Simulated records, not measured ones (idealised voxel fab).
Proc. module: voxel transistor to metal
Cross-section cut spans 190 nm and uses square cells 5 nm in size.
Cross-section, as written here: a square-cell grid given band by band from the top down, where a band holds one or more rows of cells.
In this notation a band is specified by the heights of its top and bottom, in that order and in nm, after which its materials appear from left to right, each paired with its width in nm. The word "throughout" attached to a single material means that material fills the band from edge to edge; the word "empty" stands for empty space.
Beneath 0, the wafer as received is one material, and that level is where height counting begins. The lowest band goes on downward without a bottom; it is written like "0..down".
You'd read "30..40" like this: the band's top row of cells is as wide as the first number, its bottom row is as wide as the second, and going down, every row changes width by the same amount as the row before did.
"same as before" (step): cross-section cells unchanged, all of them.
Heads up: "Sealed-off cavities" only lists the empty pockets with no open path to the top that are 8 cells or more, and it writes them as width x height at distance, distance from the left edge, in nm.
If you see something after the settings on a step's line, that's the simulator's own remark about that step.
overlay nm: on a step with a mask, how far right of its planned place the mask lay; negative means left.
Before/after cross-section pairs, one process step each; after shown to lowest changed band; step and settings beneath. Pairs may be from different runs of this module on the same starting wafer; a pair continues from the one above only where its "Incoming profile" entry says so.

Incoming profile
	0..down = Si throughout
	Sealed-off cavities: none

Resultant Cross-Section
	0..-5 = SiO2 throughout
	Lower than -5, everything is as it was.
	Sealed-off cavities: none
Process step bridging the above cross-sections: OXIDIZE,depth nm 5

Incoming profile: carried over from the after image of the pair right above.

Resultant Cross-Section
	15..0 = SiN throughout
	Lower than 0, everything is as it was.
	Sealed-off cavities: none
Process step bridging the above cross-sections: CONFORMAL_DEP,material SiN,thk nm 15

Incoming profile: carried over from the after image of the pair right above.

Resultant Cross-Section
	35..15 = 35 of empty  115 of resist  40 of empty
	Lower than 15, everything is as it was.
	Sealed-off cavities: none
Process step bridging the above cross-sections: PATTERN,tone cover,mask id ACTIVE,material resist,width nm 115,thk nm 20,overlay nm 0

Incoming profile: carried over from the after image of the pair right above.

Resultant Cross-Section
	35..15 = 35 of empty  115 of resist  40 of empty
	15..0 = 35 of empty  115 of SiN  40 of empty
	Lower than 0, everything is as it was.
	Sealed-off cavities: none
Process step bridging the above cross-sections: DIRECTIONAL_ETCH,etch materials SiN,depth nm 15

Incoming profile: carried over from the after image of the pair right above.

Resultant Cross-Section
	35..15 = 35 of empty  115 of resist  40 of empty
	15..0 = 35 of empty  115 of SiN  40 of empty
	0..-5 = 35 of empty  115 of SiO2  40 of empty
	Lower than -5, everything is as it was.
	Sealed-off cavities: none
Process step bridging the above cross-sections: DIRECTIONAL_ETCH,etch materials SiO2,depth nm 5

Incoming profile: carried over from the after image of the pair right above.

Resultant Cross-Section
	35..15 = 35 of empty  115 of resist  40 of empty
	15..0 = 35 of empty  115 of SiN  40 of empty
	0..-5 = 35 of empty  115 of SiO2  40 of empty
	-5..-35 = 35 of empty  115 of Si  40 of empty
	Lower than -35, everything is as it was.
	Sealed-off cavities: none
Process step bridging the above cross-sections: DIRECTIONAL_ETCH,etch materials Si,depth nm 30

Incoming profile: carried over from the after image of the pair right above.

Resultant Cross-Section
	15..0 = 35 of empty  115 of SiN  40 of empty
	Lower than 0, everything is as it was.
	Sealed-off cavities: none
Process step bridging the above cross-sections: STRIP,etch materials resist

Incoming profile: carried over from the after image of the pair right above.

Resultant Cross-Section
	15..0 = 35 of empty  115 of SiN  40 of empty
	0..-5 = 35 of empty  115 of SiO2  40 of empty
	-5..-35 = 35 of empty  5 of SiO2  105 of Si  5 of SiO2  40 of empty
	-35..-40 = 40 of SiO2  105 of Si  45 of SiO2
	Lower than -40, everything is as it was.
	Sealed-off cavities: none
Process step bridging the above cross-sections: OXIDIZE,depth nm 5

Incoming profile: carried over from the after image of the pair right above.

Resultant Cross-Section
	30..15 = SiO2 throughout
	15..0 = 35 of SiO2  115 of SiN  40 of SiO2
	0..-5 = SiO2 throughout
	-5..-40 = 40 of SiO2  105 of Si  45 of SiO2
	Lower than -40, everything is as it was.
	Sealed-off cavities: none
Process step bridging the above cross-sections: FILL_DEP,material SiO2,thk nm 15

Incoming profile: carried over from the after image of the pair right above.

Resultant Cross-Section
	15..0 = 35 of SiO2  115 of SiN  40 of SiO2
	Lower than 0, everything is as it was.
	Sealed-off cavities: none
Process step bridging the above cross-sections: CMP,height nm 15

Incoming profile: carried over from the after image of the pair right above.

Resultant Cross-Section
	15..0 = 35 of empty  115 of SiN  40 of empty
	Lower than 0, everything is as it was.
	Sealed-off cavities: none
Process step bridging the above cross-sections: SELECTIVE_ETCH,etch materials SiO2,depth nm 15

Incoming profile: carried over from the after image of the pair right above.

Resultant Cross-Section
	0..-5 = SiO2 throughout
	Lower than -5, everything is as it was.
	Sealed-off cavities: none
Process step bridging the above cross-sections: STRIP,etch materials SiN

Incoming profile: carried over from the after image of the pair right above.

Resultant Cross-Section
	-5..-40 = 40 of SiO2  105 of Si  45 of SiO2
	Lower than -40, everything is as it was.
	Sealed-off cavities: none
Process step bridging the above cross-sections: SELECTIVE_ETCH,etch materials SiO2,depth nm 5

Incoming profile: carried over from the after image of the pair right above.

Resultant Cross-Section
	-5..-10 = SiO2 throughout
	Lower than -10, everything is as it was.
	Sealed-off cavities: none
Process step bridging the above cross-sections: OXIDIZE,depth nm 5

Incoming profile: carried over from the after image of the pair right above.

Resultant Cross-Section
	15..-5 = polySi throughout
	Lower than -5, everything is as it was.
	Sealed-off cavities: none
Process step bridging the above cross-sections: DIRECTIONAL_DEP,material polySi,thk nm 20

Incoming profile: carried over from the after image of the pair right above.

Resultant Cross-Section
	30..15 = SiCN throughout
	Lower than 15, everything is as it was.
	Sealed-off cavities: none
Process step bridging the above cross-sections: DIRECTIONAL_DEP,material SiCN,thk nm 15

Incoming profile: carried over from the after image of the pair right above.

Resultant Cross-Section
	45..30 = aC throughout
	Lower than 30, everything is as it was.
	Sealed-off cavities: none
Process step bridging the above cross-sections: DIRECTIONAL_DEP,material aC,thk nm 15

Incoming profile: carried over from the after image of the pair right above.

Resultant Cross-Section
	80..45 = 75 of empty  35 of resist  80 of empty
	Lower than 45, everything is as it was.
	Sealed-off cavities: none
Process step bridging the above cross-sections: PATTERN,tone cover,mask id GATE,material resist,width nm 35,thk nm 35,overlay nm 0

Incoming profile: carried over from the after image of the pair right above.

Resultant Cross-Section
	65..45 = 75 of empty  35 of resist  80 of empty
	45..30 = 75 of empty  35 of aC  80 of empty
	Lower than 30, everything is as it was.
	Sealed-off cavities: none
Process step bridging the above cross-sections: DIRECTIONAL_ETCH,etch materials aC,depth nm 15

Incoming profile: carried over from the after image of the pair right above.

Resultant Cross-Section
	45..30 = 75 of empty  35 of aC  80 of empty
	Lower than 30, everything is as it was.
	Sealed-off cavities: none
Process step bridging the above cross-sections: STRIP,etch materials resist

Incoming profile: carried over from the after image of the pair right above.

Resultant Cross-Section
	45..30 = 75 of empty  35 of aC  80 of empty
	30..15 = 75 of empty  35 of SiCN  80 of empty
	Lower than 15, everything is as it was.
	Sealed-off cavities: none
Process step bridging the above cross-sections: DIRECTIONAL_ETCH,etch materials SiCN,depth nm 25

Incoming profile: carried over from the after image of the pair right above.

Resultant Cross-Section
	45..30 = 75 of empty  35 of aC  80 of empty
	30..15 = 75 of empty  35 of SiCN  80 of empty
	15..-5 = 75 of empty  35 of polySi  80 of empty
	Lower than -5, everything is as it was.
	Sealed-off cavities: none
Process step bridging the above cross-sections: DIRECTIONAL_ETCH,etch materials polySi,depth nm 30

Incoming profile: carried over from the after image of the pair right above.

Resultant Cross-Section
	30..15 = 75 of empty  35 of SiCN  80 of empty
	Lower than 15, everything is as it was.
	Sealed-off cavities: none
Process step bridging the above cross-sections: STRIP,etch materials aC

Incoming profile: carried over from the after image of the pair right above.

Resultant Cross-Section
	40..30 = 65 of empty  55 of SiN  70 of empty
	30..15 = 65 of empty  10 of SiN  35 of SiCN  10 of SiN  70 of empty
	15..5 = 65 of empty  10 of SiN  35 of polySi  10 of SiN  70 of empty
	5..-5 = 75 of SiN  35 of polySi  80 of SiN
	Lower than -5, everything is as it was.
	Sealed-off cavities: none
Process step bridging the above cross-sections: CONFORMAL_DEP,material SiN,thk nm 10

Incoming profile: carried over from the after image of the pair right above.

Resultant Cross-Section
	30..15 = 65 of empty  10 of SiN  35 of SiCN  10 of SiN  70 of empty
	15..-5 = 65 of empty  10 of SiN  35 of polySi  10 of SiN  70 of empty
	Lower than -5, everything is as it was.
	Sealed-off cavities: none
Process step bridging the above cross-sections: DIRECTIONAL_ETCH,etch materials SiN,depth nm 10

Incoming profile: carried over from the after image of the pair right above.

Resultant Cross-Section
	30..15 = 65 of empty  10 of SiN  35 of SiCN  10 of SiN  70 of empty
	15..-5 = 65 of empty  10 of SiN  35 of polySi  10 of SiN  70 of empty
	-5..-10 = 65 of empty  55 of SiO2  70 of empty
	Lower than -10, everything is as it was.
	Sealed-off cavities: none
Process step bridging the above cross-sections: DIRECTIONAL_ETCH,etch materials SiO2,depth nm 5

Incoming profile: carried over from the after image of the pair right above.

Resultant Cross-Section
	30..15 = 65 of empty  10 of SiN  35 of SiCN  10 of SiN  70 of empty
	15..-5 = 65 of empty  10 of SiN  35 of polySi  10 of SiN  70 of empty
	-5..-10 = 65 of empty  55 of SiO2  70 of empty
	-10..-25 = 40 of SiO2  25 of empty  55 of Si  25 of empty  45 of SiO2
	Lower than -25, everything is as it was.
	Sealed-off cavities: none
Process step bridging the above cross-sections: DIRECTIONAL_ETCH,etch materials Si,depth nm 15

Incoming profile: carried over from the after image of the pair right above.

Resultant Cross-Section
	30..15 = 65 of empty  10 of SiN  35 of SiCN  10 of SiN  70 of empty
	15..5 = 65 of empty  10 of SiN  35 of polySi  10 of SiN  70 of empty
	5..-5 = 50 of empty  15 of SiGe  10 of SiN  35 of polySi  10 of SiN  15 of SiGe  55 of empty
	-5..-10 = 50 of empty  15 of SiGe  55 of SiO2  15 of SiGe  55 of empty
	-10..-25 = 40 of SiO2  25 of SiGe  55 of Si  25 of SiGe  45 of SiO2
	Lower than -25, everything is as it was.
	Sealed-off cavities: none
Process step bridging the above cross-sections: EPI,material SiGe,thk nm 15

Incoming profile: carried over from the after image of the pair right above.

Resultant Cross-Section
	35..30 = SiO2 throughout
	30..15 = 65 of SiO2  10 of SiN  35 of SiCN  10 of SiN  70 of SiO2
	15..5 = 65 of SiO2  10 of SiN  35 of polySi  10 of SiN  70 of SiO2
	5..-5 = 50 of SiO2  15 of SiGe  10 of SiN  35 of polySi  10 of SiN  15 of SiGe  55 of SiO2
	-5..-10 = 50 of SiO2  15 of SiGe  55 of SiO2  15 of SiGe  55 of SiO2
	Lower than -10, everything is as it was.
	Sealed-off cavities: none
Process step bridging the above cross-sections: FILL_DEP,material SiO2,thk nm 5

Incoming profile: carried over from the after image of the pair right above.

Resultant Cross-Section
	15..5 = 65 of SiO2  10 of SiN  35 of polySi  10 of SiN  70 of SiO2
	Lower than 5, everything is as it was.
	Sealed-off cavities: none
Process step bridging the above cross-sections: CMP,height nm 15

Incoming profile: carried over from the after image of the pair right above.

Resultant Cross-Section
	15..5 = 65 of SiO2  10 of SiN  35 of empty  10 of SiN  70 of SiO2
	5..-5 = 50 of SiO2  15 of SiGe  10 of SiN  35 of empty  10 of SiN  15 of SiGe  55 of SiO2
	Lower than -5, everything is as it was.
	Sealed-off cavities: none
Process step bridging the above cross-sections: STRIP,etch materials polySi

Incoming profile: carried over from the after image of the pair right above.

Resultant Cross-Section
	15..10 = 65 of empty  10 of SiN  35 of empty  10 of SiN  70 of empty
	10..5 = 65 of SiO2  10 of SiN  35 of empty  10 of SiN  70 of SiO2
	5..-5 = 50 of SiO2  15 of SiGe  10 of SiN  35 of empty  10 of SiN  15 of SiGe  55 of SiO2
	-5..-10 = 50 of SiO2  15 of SiGe  5 of SiO2  45 of empty  5 of SiO2  15 of SiGe  55 of SiO2
	Lower than -10, everything is as it was.
	Sealed-off cavities: none
Process step bridging the above cross-sections: SELECTIVE_ETCH,etch materials SiO2,depth nm 5

Incoming profile: carried over from the after image of the pair right above.

Resultant Cross-Section
	20..15 = 60 of empty  20 of HfO2  25 of empty  20 of HfO2  65 of empty
	15..10 = 65 of HfO2  10 of SiN  5 of HfO2  25 of empty  5 of HfO2  10 of SiN  70 of HfO2
	10..5 = 65 of SiO2  10 of SiN  5 of HfO2  25 of empty  5 of HfO2  10 of SiN  70 of SiO2
	5..-5 = 50 of SiO2  15 of SiGe  10 of SiN  5 of HfO2  25 of empty  5 of HfO2  10 of SiN  15 of SiGe  55 of SiO2
	-5..-10 = 50 of SiO2  15 of SiGe  5 of SiO2  45 of HfO2  5 of SiO2  15 of SiGe  55 of SiO2
	Lower than -10, everything is as it was.
	Sealed-off cavities: none
Process step bridging the above cross-sections: CONFORMAL_DEP,material HfO2,thk nm 5

Incoming profile: carried over from the after image of the pair right above.

Resultant Cross-Section
	25..20 = 55 of empty  30 of TiN  15 of empty  30 of TiN  60 of empty
	20..15 = 60 of TiN  20 of HfO2  5 of TiN  15 of empty  5 of TiN  20 of HfO2  65 of TiN
	15..10 = 65 of HfO2  10 of SiN  5 of HfO2  5 of TiN  15 of empty  5 of TiN  5 of HfO2  10 of SiN  70 of HfO2
	10..5 = 65 of SiO2  10 of SiN  5 of HfO2  5 of TiN  15 of empty  5 of TiN  5 of HfO2  10 of SiN  70 of SiO2
	5..0 = 50 of SiO2  15 of SiGe  10 of SiN  5 of HfO2  5 of TiN  15 of empty  5 of TiN  5 of HfO2  10 of SiN  15 of SiGe  55 of SiO2
	0..-5 = 50 of SiO2  15 of SiGe  10 of SiN  5 of HfO2  25 of TiN  5 of HfO2  10 of SiN  15 of SiGe  55 of SiO2
	Lower than -5, everything is as it was.
	Sealed-off cavities: none
Process step bridging the above cross-sections: CONFORMAL_DEP,material TiN,thk nm 5

Incoming profile: carried over from the after image of the pair right above.

Resultant Cross-Section
	35..25 = W throughout
	25..20 = 55 of W  30 of TiN  15 of W  30 of TiN  60 of W
	20..15 = 60 of TiN  20 of HfO2  5 of TiN  15 of W  5 of TiN  20 of HfO2  65 of TiN
	15..10 = 65 of HfO2  10 of SiN  5 of HfO2  5 of TiN  15 of W  5 of TiN  5 of HfO2  10 of SiN  70 of HfO2
	10..5 = 65 of SiO2  10 of SiN  5 of HfO2  5 of TiN  15 of W  5 of TiN  5 of HfO2  10 of SiN  70 of SiO2
	5..0 = 50 of SiO2  15 of SiGe  10 of SiN  5 of HfO2  5 of TiN  15 of W  5 of TiN  5 of HfO2  10 of SiN  15 of SiGe  55 of SiO2
	Lower than 0, everything is as it was.
	Sealed-off cavities: none
Process step bridging the above cross-sections: FILL_DEP,material W,thk nm 10

Incoming profile: carried over from the after image of the pair right above.

Resultant Cross-Section
	10..5 = 65 of SiO2  10 of SiN  5 of HfO2  5 of TiN  15 of W  5 of TiN  5 of HfO2  10 of SiN  70 of SiO2
	Lower than 5, everything is as it was.
	Sealed-off cavities: none
Process step bridging the above cross-sections: CMP,height nm 10

Incoming profile: carried over from the after image of the pair right above.

Resultant Cross-Section
	20..10 = SiO2 throughout
	Lower than 10, everything is as it was.
	Sealed-off cavities: none
Process step bridging the above cross-sections: DIRECTIONAL_DEP,material SiO2,thk nm 10

Incoming profile: carried over from the after image of the pair right above.

Resultant Cross-Section
	35..20 = aC throughout
	Lower than 20, everything is as it was.
	Sealed-off cavities: none
Process step bridging the above cross-sections: DIRECTIONAL_DEP,material aC,thk nm 15

Incoming profile: carried over from the after image of the pair right above.

Resultant Cross-Section
	65..35 = 45 of resist  15 of empty  65 of resist  15 of empty  50 of resist
	Lower than 35, everything is as it was.
	Sealed-off cavities: none
Process step bridging the above cross-sections: PATTERN,tone open,mask id CONTACT,material resist,width nm 15,pitch nm 80,thk nm 30,overlay nm 0

Incoming profile: carried over from the after image of the pair right above.

Resultant Cross-Section
	50..35 = 45 of resist  15 of empty  65 of resist  15 of empty  50 of resist
	35..20 = 45 of aC  15 of empty  65 of aC  15 of empty  50 of aC
	Lower than 20, everything is as it was.
	Sealed-off cavities: none
Process step bridging the above cross-sections: DIRECTIONAL_ETCH,etch materials aC,depth nm 15

Incoming profile: carried over from the after image of the pair right above.

Resultant Cross-Section
	35..20 = 45 of aC  15 of empty  65 of aC  15 of empty  50 of aC
	Lower than 20, everything is as it was.
	Sealed-off cavities: none
Process step bridging the above cross-sections: STRIP,etch materials resist

Incoming profile: carried over from the after image of the pair right above.

Resultant Cross-Section
	35..20 = 45 of aC  15 of empty  65 of aC  15 of empty  50 of aC
	20..10 = 45 of SiO2  15 of empty  65 of SiO2  15 of empty  50 of SiO2
	10..5 = 45 of SiO2  15 of empty  5 of SiO2  10 of SiN  5 of HfO2  5 of TiN  15 of W  5 of TiN  5 of HfO2  10 of SiN  5 of SiO2  15 of empty  50 of SiO2
	5..0 = 45 of SiO2  5 of empty  15 of SiGe  10 of SiN  5 of HfO2  5 of TiN  15 of W  5 of TiN  5 of HfO2  10 of SiN  15 of SiGe  5 of empty  50 of SiO2
	0..-5 = 45 of SiO2  5 of empty  15 of SiGe  10 of SiN  5 of HfO2  25 of TiN  5 of HfO2  10 of SiN  15 of SiGe  5 of empty  50 of SiO2
	-5..-10 = 45 of SiO2  5 of empty  15 of SiGe  5 of SiO2  45 of HfO2  5 of SiO2  15 of SiGe  5 of empty  50 of SiO2
	Lower than -10, everything is as it was.
	Sealed-off cavities: none
Process step bridging the above cross-sections: DIRECTIONAL_ETCH,etch materials SiO2,depth nm 30

Incoming profile: carried over from the after image of the pair right above.

Resultant Cross-Section
	20..10 = 45 of SiO2  15 of empty  65 of SiO2  15 of empty  50 of SiO2
	Lower than 10, everything is as it was.
	Sealed-off cavities: none
Process step bridging the above cross-sections: STRIP,etch materials aC

Incoming profile: carried over from the after image of the pair right above.

Resultant Cross-Section
	25..20 = 50 of TiN  5 of empty  75 of TiN  5 of empty  55 of TiN
	20..10 = 45 of SiO2  5 of TiN  5 of empty  5 of TiN  65 of SiO2  5 of TiN  5 of empty  5 of TiN  50 of SiO2
	10..5 = 45 of SiO2  15 of TiN  5 of SiO2  10 of SiN  5 of HfO2  5 of TiN  15 of W  5 of TiN  5 of HfO2  10 of SiN  5 of SiO2  15 of TiN  50 of SiO2
	5..0 = 45 of SiO2  5 of TiN  15 of SiGe  10 of SiN  5 of HfO2  5 of TiN  15 of W  5 of TiN  5 of HfO2  10 of SiN  15 of SiGe  5 of TiN  50 of SiO2
	0..-5 = 45 of SiO2  5 of TiN  15 of SiGe  10 of SiN  5 of HfO2  25 of TiN  5 of HfO2  10 of SiN  15 of SiGe  5 of TiN  50 of SiO2
	-5..-10 = 45 of SiO2  5 of TiN  15 of SiGe  5 of SiO2  45 of HfO2  5 of SiO2  15 of SiGe  5 of TiN  50 of SiO2
	Lower than -10, everything is as it was.
	Sealed-off cavities: none
Process step bridging the above cross-sections: CONFORMAL_DEP,material TiN,thk nm 5

Incoming profile: carried over from the after image of the pair right above.

Resultant Cross-Section
	30..25 = Ru throughout
	25..20 = 50 of TiN  5 of Ru  75 of TiN  5 of Ru  55 of TiN
	20..10 = 45 of SiO2  5 of TiN  5 of Ru  5 of TiN  65 of SiO2  5 of TiN  5 of Ru  5 of TiN  50 of SiO2
	Lower than 10, everything is as it was.
	Sealed-off cavities: none
Process step bridging the above cross-sections: FILL_DEP,material Ru,thk nm 5

Incoming profile: carried over from the after image of the pair right above.

Resultant Cross-Section
	20..10 = 45 of SiO2  5 of TiN  5 of Ru  5 of TiN  65 of SiO2  5 of TiN  5 of Ru  5 of TiN  50 of SiO2
	Lower than 10, everything is as it was.
	Sealed-off cavities: none
Process step bridging the above cross-sections: CMP,height nm 20

Incoming profile: carried over from the after image of the pair right above.

Resultant Cross-Section
	25..20 = SiCN throughout
	Lower than 20, everything is as it was.
	Sealed-off cavities: none
Process step bridging the above cross-sections: CONFORMAL_DEP,material SiCN,thk nm 5

Incoming profile: carried over from the after image of the pair right above.

Resultant Cross-Section
	50..25 = SiO2 throughout
	Lower than 25, everything is as it was.
	Sealed-off cavities: none
Process step bridging the above cross-sections: DIRECTIONAL_DEP,material SiO2,thk nm 25

Incoming profile: carried over from the after image of the pair right above.

Resultant Cross-Section
	50..25 = 45 of SiO2  15 of empty  65 of SiO2  15 of empty  50 of SiO2
	Lower than 25, everything is as it was.
	Sealed-off cavities: none
Process step bridging the above cross-sections: MASKED_ETCH,tone open,mask id METAL_1,width nm 15,pitch nm 80,etch materials SiO2,depth nm 25,overlay nm 0

Incoming profile: carried over from the after image of the pair right above.

Resultant Cross-Section
	50..25 = 45 of SiO2  15 of empty  65 of SiO2  15 of empty  50 of SiO2
	25..20 = 45 of SiCN  15 of empty  65 of SiCN  15 of empty  50 of SiCN
	Lower than 20, everything is as it was.
	Sealed-off cavities: none
Process step bridging the above cross-sections: MASKED_ETCH,tone open,mask id METAL_1,width nm 15,pitch nm 80,etch materials SiCN,depth nm 5,overlay nm 0

Incoming profile: carried over from the after image of the pair right above.

Resultant Cross-Section
	55..50 = 50 of TiN  5 of empty  75 of TiN  5 of empty  55 of TiN
	50..25 = 45 of SiO2  5 of TiN  5 of empty  5 of TiN  65 of SiO2  5 of TiN  5 of empty  5 of TiN  50 of SiO2
	25..20 = 45 of SiCN  15 of TiN  65 of SiCN  15 of TiN  50 of SiCN
	Lower than 20, everything is as it was.
	Sealed-off cavities: none
Process step bridging the above cross-sections: CONFORMAL_DEP,material TiN,thk nm 5

Incoming profile: carried over from the after image of the pair right above.

Resultant Cross-Section
	65..55 = Cu throughout
	55..50 = 50 of TiN  5 of Cu  75 of TiN  5 of Cu  55 of TiN
	50..25 = 45 of SiO2  5 of TiN  5 of Cu  5 of TiN  65 of SiO2  5 of TiN  5 of Cu  5 of TiN  50 of SiO2
	Lower than 25, everything is as it was.
	Sealed-off cavities: none
Process step bridging the above cross-sections: FILL_DEP,material Cu,thk nm 10

Incoming profile: carried over from the after image of the pair right above.

Resultant Cross-Section
	50..25 = 45 of SiO2  5 of TiN  5 of Cu  5 of TiN  65 of SiO2  5 of TiN  5 of Cu  5 of TiN  50 of SiO2
	Lower than 25, everything is as it was.
	Sealed-off cavities: none
Process step bridging the above cross-sections: CMP,height nm 50

Incoming profile: carried over from the after image of the pair right above.

Resultant Cross-Section
	55..50 = SiCN throughout
	Lower than 50, everything is as it was.
	Sealed-off cavities: none
Process step bridging the above cross-sections: CONFORMAL_DEP,material SiCN,thk nm 5

Incoming profile
	65..55 = Cu throughout
	55..50 = 50 of TiN  5 of Cu  75 of TiN  5 of Cu  55 of TiN
	50..25 = 45 of SiO2  5 of TiN  5 of Cu  5 of TiN  65 of SiO2  5 of TiN  5 of Cu  5 of TiN  50 of SiO2
	25..20 = 45 of SiCN  15 of TiN  65 of SiCN  15 of TiN  50 of SiCN
	20..10 = 45 of SiO2  5 of TiN  5 of Ru  5 of TiN  65 of SiO2  5 of TiN  5 of Ru  5 of TiN  50 of SiO2
	10..5 = 45 of SiO2  15 of TiN  5 of SiO2  10 of SiN  5 of HfO2  5 of TiN  15 of W  5 of TiN  5 of HfO2  10 of SiN  5 of SiO2  15 of TiN  50 of SiO2
	5..0 = 45 of SiO2  5 of TiN  15 of SiGe  10 of SiN  5 of HfO2  5 of TiN  15 of W  5 of TiN  5 of HfO2  10 of SiN  15 of SiGe  5 of TiN  50 of SiO2
	0..-5 = 45 of SiO2  5 of TiN  15 of SiGe  10 of SiN  5 of HfO2  25 of TiN  5 of HfO2  10 of SiN  15 of SiGe  5 of TiN  50 of SiO2
	-5..-10 = 45 of SiO2  5 of TiN  15 of SiGe  5 of SiO2  45 of HfO2  5 of SiO2  15 of SiGe  5 of TiN  50 of SiO2
	-10..-25 = 40 of SiO2  25 of SiGe  55 of Si  25 of SiGe  45 of SiO2
	-25..-40 = 40 of SiO2  105 of Si  45 of SiO2
	-40..down = Si throughout
	Sealed-off cavities: none

Resultant Cross-Section
	70..65 = SiCN throughout
	Lower than 65, everything is as it was.
	Sealed-off cavities: none
Process step bridging the above cross-sections: CONFORMAL_DEP,material SiCN,thk nm 5

Incoming profile
	30..15 = 65 of empty  10 of SiN  35 of SiCN  10 of SiN  70 of empty
	15..5 = 65 of empty  10 of SiN  35 of polySi  10 of SiN  70 of empty
	5..-5 = 50 of empty  15 of SiGe  10 of SiN  35 of polySi  10 of SiN  15 of SiGe  55 of empty
	-5..-10 = 50 of empty  15 of SiGe  55 of SiO2  15 of SiGe  55 of empty
	-10..-25 = 40 of SiO2  25 of SiGe  55 of Si  25 of SiGe  45 of SiO2
	-25..-40 = 40 of SiO2  105 of Si  45 of SiO2
	-40..down = Si throughout
	Sealed-off cavities: none

Resultant Cross-Section
	30..20 = 65 of empty  10 of SiN  35 of SiCN  10 of SiN  70 of empty
	20..15 = 35 of empty  30 of SiGe  10 of SiN  35 of SiCN  10 of SiN  30 of SiGe  40 of empty
	15..5 = 35 of empty  30 of SiGe  10 of SiN  35 of polySi  10 of SiN  30 of SiGe  40 of empty
	5..-5 = 25 of empty  40 of SiGe  10 of SiN  35 of polySi  10 of SiN  40 of SiGe  30 of empty
	-5..-10 = 25 of empty  40 of SiGe  55 of SiO2  40 of SiGe  30 of empty
	Lower than -10, everything is as it was.
	Sealed-off cavities: none
Process step bridging the above cross-sections: EPI,material SiGe,thk nm 15

Incoming profile: carried over from the after image of the pair right above.

Resultant Cross-Section
	35..30 = SiO2 throughout
	30..20 = 65 of SiO2  10 of SiN  35 of SiCN  10 of SiN  70 of SiO2
	20..15 = 35 of SiO2  30 of SiGe  10 of SiN  35 of SiCN  10 of SiN  30 of SiGe  40 of SiO2
	15..5 = 35 of SiO2  30 of SiGe  10 of SiN  35 of polySi  10 of SiN  30 of SiGe  40 of SiO2
	5..-5 = 25 of SiO2  40 of SiGe  10 of SiN  35 of polySi  10 of SiN  40 of SiGe  30 of SiO2
	-5..-10 = 25 of SiO2  40 of SiGe  55 of SiO2  40 of SiGe  30 of SiO2
	Lower than -10, everything is as it was.
	Sealed-off cavities: none
Process step bridging the above cross-sections: FILL_DEP,material SiO2,thk nm 5

Incoming profile: carried over from the after image of the pair right above.

Resultant Cross-Section
	15..5 = 35 of SiO2  30 of SiGe  10 of SiN  35 of polySi  10 of SiN  30 of SiGe  40 of SiO2
	Lower than 5, everything is as it was.
	Sealed-off cavities: none
Process step bridging the above cross-sections: CMP,height nm 15

Incoming profile: carried over from the after image of the pair right above.

Resultant Cross-Section
	15..5 = 35 of SiO2  30 of SiGe  10 of SiN  35 of empty  10 of SiN  30 of SiGe  40 of SiO2
	5..-5 = 25 of SiO2  40 of SiGe  10 of SiN  35 of empty  10 of SiN  40 of SiGe  30 of SiO2
	Lower than -5, everything is as it was.
	Sealed-off cavities: none
Process step bridging the above cross-sections: STRIP,etch materials polySi

Incoming profile: carried over from the after image of the pair right above.

Resultant Cross-Section
	15..10 = 35 of empty  30 of SiGe  10 of SiN  35 of empty  10 of SiN  30 of SiGe  40 of empty
	10..5 = 35 of SiO2  30 of SiGe  10 of SiN  35 of empty  10 of SiN  30 of SiGe  40 of SiO2
	5..-5 = 25 of SiO2  40 of SiGe  10 of SiN  35 of empty  10 of SiN  40 of SiGe  30 of SiO2
	-5..-10 = 25 of SiO2  40 of SiGe  5 of SiO2  45 of empty  5 of SiO2  40 of SiGe  30 of SiO2
	Lower than -10, everything is as it was.
	Sealed-off cavities: none
Process step bridging the above cross-sections: SELECTIVE_ETCH,etch materials SiO2,depth nm 5

Incoming profile: carried over from the after image of the pair right above.

Resultant Cross-Section
	20..15 = 30 of empty  50 of HfO2  25 of empty  50 of HfO2  35 of empty
	15..10 = 35 of HfO2  30 of SiGe  10 of SiN  5 of HfO2  25 of empty  5 of HfO2  10 of SiN  30 of SiGe  40 of HfO2
	10..5 = 35 of SiO2  30 of SiGe  10 of SiN  5 of HfO2  25 of empty  5 of HfO2  10 of SiN  30 of SiGe  40 of SiO2
	5..-5 = 25 of SiO2  40 of SiGe  10 of SiN  5 of HfO2  25 of empty  5 of HfO2  10 of SiN  40 of SiGe  30 of SiO2
	-5..-10 = 25 of SiO2  40 of SiGe  5 of SiO2  45 of HfO2  5 of SiO2  40 of SiGe  30 of SiO2
	Lower than -10, everything is as it was.
	Sealed-off cavities: none
Process step bridging the above cross-sections: CONFORMAL_DEP,material HfO2,thk nm 5

Incoming profile: carried over from the after image of the pair right above.

Resultant Cross-Section
	25..20 = 25 of empty  60 of TiN  15 of empty  60 of TiN  30 of empty
	20..15 = 30 of TiN  50 of HfO2  5 of TiN  15 of empty  5 of TiN  50 of HfO2  35 of TiN
	15..10 = 35 of HfO2  30 of SiGe  10 of SiN  5 of HfO2  5 of TiN  15 of empty  5 of TiN  5 of HfO2  10 of SiN  30 of SiGe  40 of HfO2
	10..0 = 35..25 of SiO2  30..40 of SiGe  10 of SiN  5 of HfO2  5 of TiN  15 of empty  5 of TiN  5 of HfO2  10 of SiN  30..40 of SiGe  40..30 of SiO2
	0..-5 = 25 of SiO2  40 of SiGe  10 of SiN  5 of HfO2  25 of TiN  5 of HfO2  10 of SiN  40 of SiGe  30 of SiO2
	Lower than -5, everything is as it was.
	Sealed-off cavities: none
Process step bridging the above cross-sections: CONFORMAL_DEP,material TiN,thk nm 5

Incoming profile: carried over from the after image of the pair right above.

Resultant Cross-Section
	35..25 = W throughout
	25..20 = 25 of W  60 of TiN  15 of W  60 of TiN  30 of W
	20..15 = 30 of TiN  50 of HfO2  5 of TiN  15 of W  5 of TiN  50 of HfO2  35 of TiN
	15..10 = 35 of HfO2  30 of SiGe  10 of SiN  5 of HfO2  5 of TiN  15 of W  5 of TiN  5 of HfO2  10 of SiN  30 of SiGe  40 of HfO2
	10..0 = 35..25 of SiO2  30..40 of SiGe  10 of SiN  5 of HfO2  5 of TiN  15 of W  5 of TiN  5 of HfO2  10 of SiN  30..40 of SiGe  40..30 of SiO2
	Lower than 0, everything is as it was.
	Sealed-off cavities: none
Process step bridging the above cross-sections: FILL_DEP,material W,thk nm 10

Incoming profile: carried over from the after image of the pair right above.

Resultant Cross-Section
	10..0 = 35..25 of SiO2  30..40 of SiGe  10 of SiN  5 of HfO2  5 of TiN  15 of W  5 of TiN  5 of HfO2  10 of SiN  30..40 of SiGe  40..30 of SiO2
	Lower than 0, everything is as it was.
	Sealed-off cavities: none
Process step bridging the above cross-sections: CMP,height nm 10
